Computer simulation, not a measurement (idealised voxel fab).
process module | voxel tone inversion
cross-section cut | 300 nm wide | cells 5 nm
A cross-section is a grid of square cells, given in bands from the top down. A band is one or more rows of cells.
Each band's line starts with the height of the band's top and of its bottom, in nm. Then come its materials from left to right, each with its width in nm. One material with "throughout" fills the band from edge to edge. "air" is empty space.
Height 0 is the level under which the wafer as received is all one material. The lowest band goes on downwards, as in "0 down".
A width such as "30 to 40" changes by the same amount from each row of cells to the next, from the band's top row to its bottom row.
"no change" after a step means that no cell of the cross-section changed.
closed voids: empty space of 8 cells or more with no open way to the top, each as width x height at its distance from the left edge, in nm
after a step's settings: what the simulator itself notes on the step
overlay nm, on a step with a mask: how far to the right of its planned place the mask lay; to the left if negative
plan
1 op RECEIVE | material Si
2 op CONFORMAL_DEP | material SiN | thk nm 10
3 op DIRECTIONAL_DEP | material aC | thk nm 25
4 op PATTERN | tone cover | mask id POSTS | material resist | width nm 20 | pitch nm 35 | thk nm 35 | overlay nm 0
5 op DIRECTIONAL_ETCH | etch materials aC | depth nm 25
6 op STRIP | etch materials resist
7 op FILL_DEP | material SiO2 | thk nm 5
8 op CMP | height nm 35
9 op STRIP | etch materials aC
first wafer, as planned
as received, after step 1
  0 down: Si throughout
  closed voids: none
after step 2
  10 to 0: SiN throughout
  below 0: unchanged
after step 3
  35 to 10: aC throughout
  below 10: unchanged
after step 4
  70 to 35: air 120 | resist 20 | air 15 | resist 20 | air 125
  below 35: unchanged
after step 5
  45 to 35: air 120 | resist 20 | air 15 | resist 20 | air 125
  35 to 10: air 120 | aC 20 | air 15 | aC 20 | air 125
  below 10: unchanged
after step 6
  35 to 10: air 120 | aC 20 | air 15 | aC 20 | air 125
  below 10: unchanged
after step 7
  40 to 35: SiO2 throughout
  35 to 10: SiO2 120 | aC 20 | SiO2 15 | aC 20 | SiO2 125
  below 10: unchanged
after step 8
  35 to 10: SiO2 120 | aC 20 | SiO2 15 | aC 20 | SiO2 125
  below 10: unchanged
after step 9
  35 to 10: SiO2 120 | air 20 | SiO2 15 | air 20 | SiO2 125
  below 10: unchanged
second wafer: like start, like plan, one mistake. Through step 1 it matches the first wafer
when step 2 should have ended
  10 to 0: SiO2 throughout
  below 0: unchanged
when step 3 should have ended
  35 to 10: aC throughout
  below 10: unchanged
when step 4 should have ended
  70 to 35: air 120 | resist 20 | air 15 | resist 20 | air 125
  below 35: unchanged
when step 5 should have ended
  45 to 35: air 120 | resist 20 | air 15 | resist 20 | air 125
  35 to 10: air 120 | aC 20 | air 15 | aC 20 | air 125
  below 10: unchanged
when step 6 should have ended
  35 to 10: air 120 | aC 20 | air 15 | aC 20 | air 125
  below 10: unchanged
when step 7 should have ended
  40 to 35: SiO2 throughout
  35 to 10: SiO2 120 | aC 20 | SiO2 15 | aC 20 | SiO2 125
  below 10: unchanged
when step 8 should have ended
  35 to 10: SiO2 120 | aC 20 | SiO2 15 | aC 20 | SiO2 125
  below 10: unchanged
when step 9 should have ended
  35 to 10: SiO2 120 | air 20 | SiO2 15 | air 20 | SiO2 125
  below 10: unchanged
what went wrong: step 2 ran as: op CONFORMAL_DEP | material SiO2 | thk nm 10
at the end the second wafer has, in cells: 120 fewer of SiN | 120 more of SiO2
